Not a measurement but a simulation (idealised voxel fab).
voxel wiring stack: a process module
For reference, the cross-section in this document is cut, with width 220 nm and square cells of 5 nm.
Think of the cross-section as a grid of square cells. We describe it in bands, top to bottom, and each band covers one or more rows of those cells. Heads up on the band format: heights come first, top then bottom, in nm. After that it's the materials left to right, each with its width in nm. A single material flagged "all across" fills the whole band edge to edge, and "air" means there's empty space there. Heights from 0 (as-received wafer is one material below). Bottom band endless downward, as "from 0 down". You'd read "30 to 40" like this: the band's top row of cells is as wide as the first number, its bottom row is as wide as the second, and going down, every row changes width by the same amount as the row before did. When a step is marked "no alteration", none of the cells in the cross-section changed during that step. Closed-off voids of 8+ cells (no open route to the top) go in "Closed cavity list", written width x height at distance from the left edge, in nm. That trailing text on a step's line, after the settings, is the simulator's own remark on the step. overlay nm: mask offset rightward from planned place, masked step; negative means leftward offset.

The planned process steps are enumerated hereunder
step 1: RECEIVE (material Si)
step 2: CONFORMAL_DEP (material SiO2; thk nm 10)
step 3: DIRECTIONAL_DEP (material TiN; thk nm 5)
step 4: DIRECTIONAL_DEP (material Ru; thk nm 20)
step 5: DIRECTIONAL_DEP (material aC; thk nm 15)
step 6: PATTERN (tone cover; mask id METAL_1; material resist; width nm 20; pitch nm 45; thk nm 35; overlay nm 0)
step 7: DIRECTIONAL_ETCH (etch materials aC; depth nm 15)
step 8: STRIP (etch materials resist)
step 9: DIRECTIONAL_ETCH (etch materials Ru; depth nm 20)
step 10: DIRECTIONAL_ETCH (etch materials TiN; depth nm 5)
step 11: STRIP (etch materials aC)
step 12: CONFORMAL_DEP (material SiCN; thk nm 5)
step 13: FILL_DEP (material lowk; thk nm 5)
step 14: CMP (height nm 35)
step 15: CONFORMAL_DEP (material SiCN; thk nm 5)
step 16: DIRECTIONAL_DEP (material lowk; thk nm 15)
step 17: DIRECTIONAL_DEP (material aC; thk nm 10)
step 18: PATTERN (tone open; mask id PLUG_1; material resist; width nm 15; pitch nm 45; thk nm 25; overlay nm 0)
step 19: DIRECTIONAL_ETCH (etch materials aC; depth nm 10)
step 20: STRIP (etch materials resist)
step 21: DIRECTIONAL_ETCH (etch materials lowk; depth nm 15)
step 22: DIRECTIONAL_ETCH (etch materials SiCN; depth nm 5)
step 23: STRIP (etch materials aC)
step 24: EPI (material Ru; thk nm 10)
step 25: EPI (material Ru; thk nm 10)
step 26: DIRECTIONAL_DEP (material TiN; thk nm 5)
step 27: DIRECTIONAL_DEP (material W; thk nm 25)
step 28: DIRECTIONAL_DEP (material aC; thk nm 15)
step 29: PATTERN (tone cover; mask id METAL_2; material resist; width nm 20; pitch nm 45; thk nm 30; overlay nm 0)
step 30: DIRECTIONAL_ETCH (etch materials aC; depth nm 15)
step 31: STRIP (etch materials resist)
step 32: DIRECTIONAL_ETCH (etch materials W; depth nm 25)
step 33: DIRECTIONAL_ETCH (etch materials TiN; depth nm 5)
step 34: STRIP (etch materials aC)
step 35: FILL_DEP (material lowk; thk nm 10)
step 36: CMP (height nm 85)
step 37: CONFORMAL_DEP (material SiCN; thk nm 5)
step 38: DIRECTIONAL_DEP (material lowk; thk nm 30)
step 39: PATTERN (tone open; mask id METAL_3; material resist; width nm 20; pitch nm 45; thk nm 20; overlay nm 0)
step 40: DIRECTIONAL_ETCH (etch materials lowk; depth nm 15)
step 41: STRIP (etch materials resist)
step 42: MASKED_ETCH (tone open; mask id METAL_3_HOLES; width nm 15; pitch nm 45; etch materials lowk; depth nm 15; overlay nm 0)
step 43: MASKED_ETCH (tone open; mask id METAL_3_HOLES; width nm 15; pitch nm 45; etch materials SiCN; depth nm 5; overlay nm 0)
step 44: CONFORMAL_DEP (material TiN; thk nm 5)
step 45: FILL_DEP (material Cu; thk nm 5)
step 46: CMP (height nm 120)
step 47: CONFORMAL_DEP (material SiN; thk nm 5)

Wafer at receipt (post step 1), cross-section
> from 0 down: Si all across
> Closed cavity list: none

Starting wafer: above. Plan: above. Run: one mistake. Cross-section after the module: below
> from 125 to 120: SiN all across
> from 120 to 110: lowk=75 | TiN=5 | Cu=10 | TiN=5 | lowk=25 | TiN=5 | Cu=10 | TiN=5 | lowk=80
> from 110 to 105: lowk=75 | TiN=5 | Cu=5 | TiN=10 | lowk=25 | TiN=5 | Cu=5 | TiN=10 | lowk=80
> from 105 to 90: lowk=75 | TiN=5 | Cu=5 | TiN=5 | lowk=30 | TiN=5 | Cu=5 | TiN=5 | lowk=85
> from 90 to 85: SiCN=75 | TiN=15 | SiCN=30 | TiN=15 | SiCN=85
> from 85 to 60: lowk=70 | W=30 | lowk=15 | W=30 | lowk=75
> from 60 to 55: lowk=70 | TiN=30 | lowk=15 | TiN=30 | lowk=75
> from 55 to 40: lowk=75 | Ru=15 | lowk=30 | Ru=15 | lowk=85
> from 40 to 35: SiCN=75 | Ru=15 | SiCN=30 | Ru=15 | SiCN=85
> from 35 to 15: lowk=70 | SiCN=5 | Ru=20 | SiCN=5 | lowk=15 | SiCN=5 | Ru=20 | SiCN=5 | lowk=75
> from 15 to 10: SiCN=75 | TiN=20 | SiCN=25 | TiN=20 | SiCN=80
> from 10 to 0: SiO2 all across
> from 0 down: Si all across
> Closed cavity list: none
Short version of what went wrong: step 29 went in with a setting other than planned; the actual run was PATTERN (tone cover; mask id METAL_2; material resist; width nm 30; pitch nm 45; thk nm 30; overlay nm 0)
